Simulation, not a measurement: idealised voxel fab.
The following process module bears the name voxel air gaps.
Section cut is 165 nm wide and gridded with 5 nm square cells.
Cross-section spec: square-cell grid; bands listed top down; each band is one or more rows. It is stipulated that each band's entry specify, in nanometres, the height of the top of the band and then that of its bottom, followed by the materials of the band in left-to-right sequence, each together with its width in nanometres. A single material marked by the word "throughout" is understood to fill the band from edge to edge; the word "empty" is understood to denote empty space. A quick word on heights: they are counted from 0, and under that level the wafer as it came to us is one material throughout. The lowest band is different from the rest in having no bottom; it simply continues downward, written as in "0..down". Graded width ("30 to 40"): value in top row of band = first number; value in bottom row = second number; row-to-row change constant. Given "same as before" for a step, no cell of the cross-section differs between before and after that step. "Sealed void inventory": empty spaces of 8 cells or more with no open way to the top, each given as width x height at distance, distance from the left edge, all in nm. Text after the settings on a step's line: the simulator's own remark on that step. When a step includes a mask, the "overlay nm" setting on its line states how far to the right of its planned place that mask lay, and negative values state how far to the left.
### The process steps that were planned are listed below
- 1: RECEIVE | material Si
- 2: CONFORMAL_DEP | material SiO2 | thk nm 15
- 3: CONFORMAL_DEP | material SiCN | thk nm 5
- 4: DIRECTIONAL_DEP | material lowk | thk nm 30
- 5: DIRECTIONAL_DEP | material aC | thk nm 10
- 6: PATTERN | tone open | mask id LINES | material resist | width nm 20 | pitch nm 45 | thk nm 25 | overlay nm 0
- 7: DIRECTIONAL_ETCH | etch materials aC | depth nm 10
- 8: STRIP | etch materials resist
- 9: DIRECTIONAL_ETCH | etch materials lowk | depth nm 30
- 10: STRIP | etch materials aC
- 11: CONFORMAL_DEP | material TiN | thk nm 5
- 12: FILL_DEP | material Ru | thk nm 5
- 13: CMP | height nm 50
- 14: EPI | material Ru | thk nm 10
- 15: SELECTIVE_ETCH | etch materials lowk | depth nm 40
- 16: CONFORMAL_DEP | material SiCN | thk nm 5
### as received, after step 1
    0..down | Si throughout
    Sealed void inventory: none
### Looking at the first of two wafers in cross-section at end of module - ran to plan
    65..60 | 10 nm empty  140 nm SiCN  15 nm empty
    60..50 | 10 nm empty  5 nm SiCN  40 nm Ru  5 nm SiCN  40 nm Ru  5 nm SiCN  40 nm Ru  5 nm SiCN  15 nm empty
    50..45 | 10 nm empty  15 nm SiCN  5 nm TiN  10 nm Ru  5 nm TiN  25 nm SiCN  5 nm TiN  10 nm Ru  5 nm TiN  25 nm SiCN  5 nm TiN  10 nm Ru  5 nm TiN  15 nm SiCN  15 nm empty
    45..25 | 20 nm empty  5 nm SiCN  5 nm TiN  10 nm Ru  5 nm TiN  5 nm SiCN  15 nm empty  5 nm SiCN  5 nm TiN  10 nm Ru  5 nm TiN  5 nm SiCN  15 nm empty  5 nm SiCN  5 nm TiN  10 nm Ru  5 nm TiN  5 nm SiCN  25 nm empty
    25..20 | 25 nm SiCN  20 nm TiN  25 nm SiCN  20 nm TiN  25 nm SiCN  20 nm TiN  30 nm SiCN
    20..15 | SiCN throughout
    15..0 | SiO2 throughout
    0..down | Si throughout
    Sealed void inventory: 15 x 20 at 50; 15 x 20 at 95
### So this is wafer number two of the two, cut at the end of the module - it started where the first did and had the same plan, we just got one thing wrong running it
    65..60 | 15 nm empty  140 nm SiCN  10 nm empty
    60..50 | 15 nm empty  5 nm SiCN  40 nm Ru  5 nm SiCN  40 nm Ru  5 nm SiCN  40 nm Ru  5 nm SiCN  10 nm empty
    50..45 | 15 nm empty  15 nm SiCN  5 nm TiN  10 nm Ru  5 nm TiN  25 nm SiCN  5 nm TiN  10 nm Ru  5 nm TiN  25 nm SiCN  5 nm TiN  10 nm Ru  5 nm TiN  15 nm SiCN  10 nm empty
    45..25 | 25 nm empty  5 nm SiCN  5 nm TiN  10 nm Ru  5 nm TiN  5 nm SiCN  15 nm empty  5 nm SiCN  5 nm TiN  10 nm Ru  5 nm TiN  5 nm SiCN  15 nm empty  5 nm SiCN  5 nm TiN  10 nm Ru  5 nm TiN  5 nm SiCN  20 nm empty
    25..20 | 30 nm SiCN  20 nm TiN  25 nm SiCN  20 nm TiN  25 nm SiCN  20 nm TiN  25 nm SiCN
    20..15 | SiCN throughout
    15..0 | SiO2 throughout
    0..down | Si throughout
    Sealed void inventory: 15 x 20 at 55; 15 x 20 at 100
Error vs. plan: heads up, step 6 didn't go per plan, it actually ran as PATTERN | tone open | mask id LINES | material resist | width nm 20 | pitch nm 45 | thk nm 25 | overlay nm 5
When the process is done, the second wafer contains the same cell count of every material as the first wafer, but distributed over other locations.
